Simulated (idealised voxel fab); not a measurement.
voxel self aligned vias: a process module
Displayed cross-section: cut, width of 280 nm, square cells sized 5 nm.
Cross-section, as written here: a square-cell grid given band by band from the top down, where a band holds one or more rows of cells.
Each band's line starts with the height of the band's top and of its bottom, in nm. Then come its materials from left to right, each with its width in nm. One material with "everywhere" fills the band from edge to edge. "empty" is empty space.
A quick word on heights: they are counted from 0, and under that level the wafer as it came to us is one material throughout. The lowest band is different from the rest in having no bottom; it simply continues downward, written as in "0 down".
Read "30..40" as a graded width: first number on top, second number at the bottom, same change between each pair of neighbouring rows.
"same as before" after a step means that no cell of the cross-section changed.
For the entry "Enclosed internal cavities", the listed items are empty spaces with no open way to the top whose size is 8 cells or more; each item follows the pattern width x height at distance, where distance is from the left edge and all three are in nm.
On a step's line, text after the settings is the simulator commenting on that step.
What "overlay nm" on a step's line means: if the step has a mask, that mask lay this far to the right of its planned place, or, when the value is negative, to the left.
## These are the steps we planned for the process
step 1: RECEIVE | material Si
step 2: CONFORMAL_DEP | material SiO2 | thk nm 10
step 3: CONFORMAL_DEP | material SiCN | thk nm 5
step 4: DIRECTIONAL_DEP | material lowk | thk nm 20
step 5: DIRECTIONAL_DEP | material aC | thk nm 10
step 6: PATTERN | tone open | mask id LINES | material resist | width nm 30 | pitch nm 65 | thk nm 30 | overlay nm 0
step 7: DIRECTIONAL_ETCH | etch materials aC | depth nm 10
step 8: STRIP | etch materials resist
step 9: DIRECTIONAL_ETCH | etch materials lowk | depth nm 20
step 10: STRIP | etch materials aC
step 11: CONFORMAL_DEP | material TiN | thk nm 5
step 12: FILL_DEP | material W | thk nm 10
step 13: CMP | height nm 35
step 14: SELECTIVE_ETCH | etch materials W Ru TiN | depth nm 5
step 15: FILL_DEP | material SiN | thk nm 5
step 16: CMP | height nm 35
step 17: DIRECTIONAL_DEP | material lowk | thk nm 20
step 18: PATTERN | tone open | mask id VIAS | material resist | width nm 40 | thk nm 20 | overlay nm 0
step 19: DIRECTIONAL_ETCH | etch materials lowk | depth nm 20
step 20: DIRECTIONAL_ETCH | etch materials SiN | depth nm 5
step 21: STRIP | etch materials resist
step 22: CONFORMAL_DEP | material TiN | thk nm 5
step 23: FILL_DEP | material Cu | thk nm 5
step 24: CMP | height nm 55
step 25: CONFORMAL_DEP | material SiN | thk nm 5
## Here's what the wafer looked like in cross-section when it arrived - that's after step 1
> 0 down: Si everywhere
> Enclosed internal cavities: none
## Cross-section, first of two wafers, end of module, run as planned
> 60 to 55: SiN everywhere
> 55 to 40: 85 of lowk / 5 of TiN / 30 of Cu / 5 of TiN / 155 of lowk
> 40 to 35: 85 of lowk / 10 of TiN / 20 of Cu / 10 of TiN / 155 of lowk
> 35 to 30: 90 of lowk / 30 of TiN / 35 of lowk / 30 of SiN / 95 of lowk
> 30 to 20: 90 of lowk / 5 of TiN / 20 of W / 5 of TiN / 35 of lowk / 5 of TiN / 20 of W / 5 of TiN / 95 of lowk
> 20 to 15: 90 of lowk / 30 of TiN / 35 of lowk / 30 of TiN / 95 of lowk
> 15 to 10: SiCN everywhere
> 10 to 0: SiO2 everywhere
> 0 down: Si everywhere
> Enclosed internal cavities: none
## Second wafer cross-section at end of module - shared start and plan with the first, one mistake in the run
> 60 to 55: SiN everywhere
> 55 to 35: 85 of lowk / 5 of TiN / 30 of Cu / 5 of TiN / 155 of lowk
> 35 to 30: 85 of SiN / 40 of TiN / 155 of SiN
> 30 to 25: 95 of TiN / 20 of W / 45 of TiN / 20 of W / 100 of TiN
> 25 to 10: 90 of lowk / 5 of TiN / 20 of W / 5 of TiN / 35 of lowk / 5 of TiN / 20 of W / 5 of TiN / 95 of lowk
> 10 to 5: 90 of lowk / 30 of TiN / 35 of lowk / 30 of TiN / 95 of lowk
> 5 to 0: SiCN everywhere
> 0 down: Si everywhere
> Enclosed internal cavities: none
Error vs. plan: no execution of plan step 2; skipped
Final wafer comparison in cells, second versus first, more or fewer per material: +2 Cu; +42 SiN; -112 SiO2; +52 TiN; +16 W
